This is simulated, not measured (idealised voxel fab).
A process module follows: voxel ribs on slabs.
For reference, the cross-section in this document is cut, with width 195 nm and square cells of 5 nm.
Square cells in a grid make up a cross-section in this document, and the grid is given as bands, listed from the top down, each one or more rows of cells.
Band: top and bottom heights (nm) first, top before bottom; then materials from left to right, widths in nm. "throughout" marks a sole material filling the band edge to edge. "air" denotes empty space.
Beneath 0, the wafer as received is one material, and that level is where height counting begins. The lowest band goes on downward without a bottom; it is written like "0 and below".
The expression "30 to 40" gives the width at the extremes of the band, the first number at its top row of cells and the second at its bottom row, with the width changing by equal amounts from each row to the next in between.
Where a step carries "no alterations made", the cross-section came out of it unchanged, cell for cell.
The list in "Sealed void inventory" covers empty spaces of 8 cells or more that cannot reach the top through any open way, and it gives each as width x height at distance; the distance is from the left edge, and width, height and distance are in nm.
It should be noted that, on the line of a given step, the content following the step's settings is a remark produced by the simulator itself with respect to that step.
When a step includes a mask, the "overlay nm" setting on its line states how far to the right of its planned place that mask lay, and negative values state how far to the left.

INTENDED PROCESS STEPS
step 1: RECEIVE: material Si
step 2: DIRECTIONAL_DEP: material SiO2, thk nm 25
step 3: DIRECTIONAL_DEP: material SiN, thk nm 20
step 4: DIRECTIONAL_DEP: material aC, thk nm 15
step 5: PATTERN: tone cover, mask id RIB, material resist, width nm 25, thk nm 30, overlay nm 0
step 6: DIRECTIONAL_ETCH: etch materials aC, depth nm 15
step 7: STRIP: etch materials resist
step 8: DIRECTIONAL_ETCH: etch materials SiN, depth nm 5
step 9: STRIP: etch materials aC
step 10: MASKED_ETCH: tone cover, mask id SLAB, width nm 75, etch materials SiN, depth nm 15, overlay nm 0
step 11: FILL_DEP: material SiO2, thk nm 20
step 12: CMP: height nm 60
step 13: DIRECTIONAL_DEP: material W, thk nm 5
step 14: PATTERN: tone cover, mask id HEATER, material resist, width nm 35, thk nm 20, overlay nm 0
step 15: DIRECTIONAL_ETCH: etch materials W, depth nm 5
step 16: STRIP: etch materials resist
step 17: CONFORMAL_DEP: material SiO2, thk nm 10

DELIVERED WAFER IN CROSS-SECTION: STATE AFTER STEP 1
    0 and below  Si throughout
    Sealed void inventory: none

FIRST OF TWO WAFERS AT THE END OF THE MODULE, SHOWN IN CROSS-SECTION; RUN CARRIED OUT AS PLANNED
    75 down to 70  air 70 nm | SiO2 55 nm | air 70 nm
    70 down to 65  SiO2 throughout
    65 down to 60  SiO2 80 nm | W 35 nm | SiO2 80 nm
    60 down to 45  SiO2 throughout
    45 down to 40  SiO2 85 nm | SiN 25 nm | SiO2 85 nm
    40 down to 25  SiO2 60 nm | SiN 75 nm | SiO2 60 nm
    25 down to 0  SiO2 throughout
    0 and below  Si throughout
    Sealed void inventory: none

SECOND OF TWO WAFERS, MODULE COMPLETE, SECTIONED: IT SHARES THE FIRST WAFER'S START AND PLAN BUT WAS RUN WITH ONE MISTAKE
    75 down to 70  air 70 nm | SiO2 55 nm | air 70 nm
    70 down to 65  SiO2 throughout
    65 down to 60  SiO2 80 nm | W 35 nm | SiO2 80 nm
    60 down to 45  SiO2 throughout
    45 down to 25  W throughout
    25 down to 0  SiO2 throughout
    0 and below  Si throughout
    Sealed void inventory: none
Nonconformance to the process plan: heads up, step 3 didn't go per plan, it actually ran as DIRECTIONAL_DEP: material W, thk nm 20
End of process, cell counts, second wafer against first, materials with more or fewer: 50 fewer of SiN; 106 fewer of SiO2; 156 more of W
